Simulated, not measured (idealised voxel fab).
Process module in this document: voxel capacitor over wiring
FYI the section here is cut, 220 nm wide, cells are 5 nm squares.
Notation: cross-section as square-cell grid; stated in bands, top first, going down; one or more cell rows per band.
In this notation a band is specified by the heights of its top and bottom, in that order and in nm, after which its materials appear from left to right, each paired with its width in nm. The word "all across" attached to a single material means that material fills the band from edge to edge; the word "air" stands for empty space.
Counting heights begins at 0, where everything beneath is, in the wafer as received, one material. The lowest band has no bottom; it goes on downwards, as "z 0 and below" shows.
When a width is written as two numbers, as in "30..40", the first number is the width in the top row of cells of the band and the second is the width in its bottom row, and the width changes by the same amount from each row to the next.
When a step is marked "changes: none", none of the cells in the cross-section changed during that step.
In "Unvented cavities" the enclosed voids are listed, meaning empty spaces of 8 cells or larger without any opening to the top. The form is width x height at distance, distance from the left edge, units nm.
That trailing text on a step's line, after the settings, is the simulator's own remark on the step.
The line of a step may include "overlay nm". On a step with a mask, this value is how far to the right of its planned place the mask lay. A negative value means the mask lay to the left.
THIS SECTION LISTS THE PROCESS STEPS THAT WERE PLANNED
1 RECEIVE [material Si]
2 CONFORMAL_DEP [material SiO2] [thk nm 10]
3 CONFORMAL_DEP [material SiN] [thk nm 5]
4 DIRECTIONAL_DEP [material SiO2] [thk nm 15]
5 PATTERN [tone open] [mask id METAL_1] [material resist] [width nm 20] [pitch nm 80] [thk nm 20] [overlay nm 0]
6 DIRECTIONAL_ETCH [etch materials SiO2] [depth nm 15]
7 DIRECTIONAL_ETCH [etch materials SiN] [depth nm 5]
8 STRIP [etch materials resist]
9 CONFORMAL_DEP [material TiN] [thk nm 5]
10 FILL_DEP [material Ru] [thk nm 10]
11 CMP [height nm 30]
12 EPI [material Ru] [thk nm 5]
13 FILL_DEP [material SiCN] [thk nm 5]
14 DIRECTIONAL_DEP [material lowk] [thk nm 20]
15 DIRECTIONAL_DEP [material aC] [thk nm 10]
16 PATTERN [tone open] [mask id PLUG_1] [material resist] [width nm 15] [thk nm 25] [overlay nm 0]
17 DIRECTIONAL_ETCH [etch materials aC] [depth nm 10]
18 STRIP [etch materials resist]
19 DIRECTIONAL_ETCH [etch materials lowk] [depth nm 20]
20 DIRECTIONAL_ETCH [etch materials SiCN] [depth nm 5]
21 STRIP [etch materials aC]
22 EPI [material Ru] [thk nm 10]
23 EPI [material Ru] [thk nm 10]
24 EPI [material Ru] [thk nm 5]
25 DIRECTIONAL_DEP [material TiN] [thk nm 5]
26 DIRECTIONAL_DEP [material Al2O3] [thk nm 5]
27 DIRECTIONAL_DEP [material TiN] [thk nm 5]
28 DIRECTIONAL_DEP [material aC] [thk nm 15]
29 PATTERN [tone cover] [mask id UPPER_PLATE] [material resist] [width nm 65] [thk nm 35] [overlay nm 0]
30 DIRECTIONAL_ETCH [etch materials aC] [depth nm 15]
31 STRIP [etch materials resist]
32 DIRECTIONAL_ETCH [etch materials TiN] [depth nm 5]
33 DIRECTIONAL_ETCH [etch materials Al2O3] [depth nm 5]
34 STRIP [etch materials aC]
35 DIRECTIONAL_DEP [material aC] [thk nm 15]
36 PATTERN [tone cover] [mask id LOWER_PLATE] [material resist] [width nm 75] [thk nm 35] [overlay nm 0]
37 DIRECTIONAL_ETCH [etch materials aC] [depth nm 15]
38 STRIP [etch materials resist]
39 DIRECTIONAL_ETCH [etch materials TiN] [depth nm 5]
40 STRIP [etch materials aC]
41 FILL_DEP [material SiO2] [thk nm 15]
42 CMP [height nm 85]
43 PATTERN [tone open] [mask id PLUG_2] [material resist] [width nm 15] [thk nm 15] [overlay nm 0]
44 DIRECTIONAL_ETCH [etch materials SiO2] [depth nm 10]
45 STRIP [etch materials resist]
46 CONFORMAL_DEP [material TiN] [thk nm 5]
47 FILL_DEP [material Cu] [thk nm 10]
48 CMP [height nm 85]
49 CONFORMAL_DEP [material SiN] [thk nm 5]
INCOMING WAFER IN CROSS-SECTION (STATE: AFTER STEP 1)
- z 0 and below: Si all across
- Unvented cavities: none
POST-MODULE CROSS-SECTION OF THE FIRST OF TWO WAFERS (RUN PER PLAN)
- z 90 to 85: SiN all across
- z 85 to 80: SiO2 (75), TiN (5), Cu (5), TiN (5), SiO2 (130)
- z 80 to 70: SiO2 (75..65), TiN (15..65), SiO2 (130..90)
- z 70 to 65: SiO2 (65), Al2O3 (65), SiO2 (90)
- z 65 to 60: SiO2 (60), TiN (75), SiO2 (85)
- z 60 to 40: lowk (65), Ru (15), lowk (140)
- z 40 to 35: SiCN (65), Ru (15), SiCN (140)
- z 35 to 30: SiCN (55), Ru (30), SiCN (50), Ru (30), SiCN (55)
- z 30 to 15: SiO2 (60), TiN (5), Ru (10), TiN (5), SiO2 (60), TiN (5), Ru (10), TiN (5), SiO2 (60)
- z 15 to 10: SiN (60), TiN (20), SiN (60), TiN (20), SiN (60)
- z 10 to 0: SiO2 all across
- z 0 and below: Si all across
- Unvented cavities: none
WAFER TWO CROSS-SECTION, MODULE END. START AND PLAN UNCHANGED FROM WAFER ONE; ONE MISTAKE MADE DURING THE RUN
- z 90 to 85: SiN all across
- z 85 to 80: SiO2 (75), TiN (5), Cu (5), TiN (5), SiO2 (130)
- z 80 to 70: SiO2 (75..65), TiN (15..65), SiO2 (130..90)
- z 70 to 65: SiO2 (65), Al2O3 (65), SiO2 (90)
- z 65 to 60: SiO2 (60), TiN (75), SiO2 (85)
- z 60 to 40: lowk (65), Ru (15), lowk (140)
- z 40 to 35: SiCN (65), Ru (15), SiCN (140)
- z 35 to 30: SiCN (55), Ru (30), SiCN (50), Ru (30), SiCN (55)
- z 30 to 25: SiN (60), TiN (20), SiN (60), TiN (20), SiN (60)
- z 25 to 0: SiO2 all across
- z 0 and below: Si all across
- Unvented cavities: none
Want to know what went wrong? steps 3 and 4 of the plan were run in the wrong order, each in the other's place
Cell-count delta at end, second wafer over first, by material: Ru: 12 fewer; SiO2: 24 more; TiN: 12 fewer
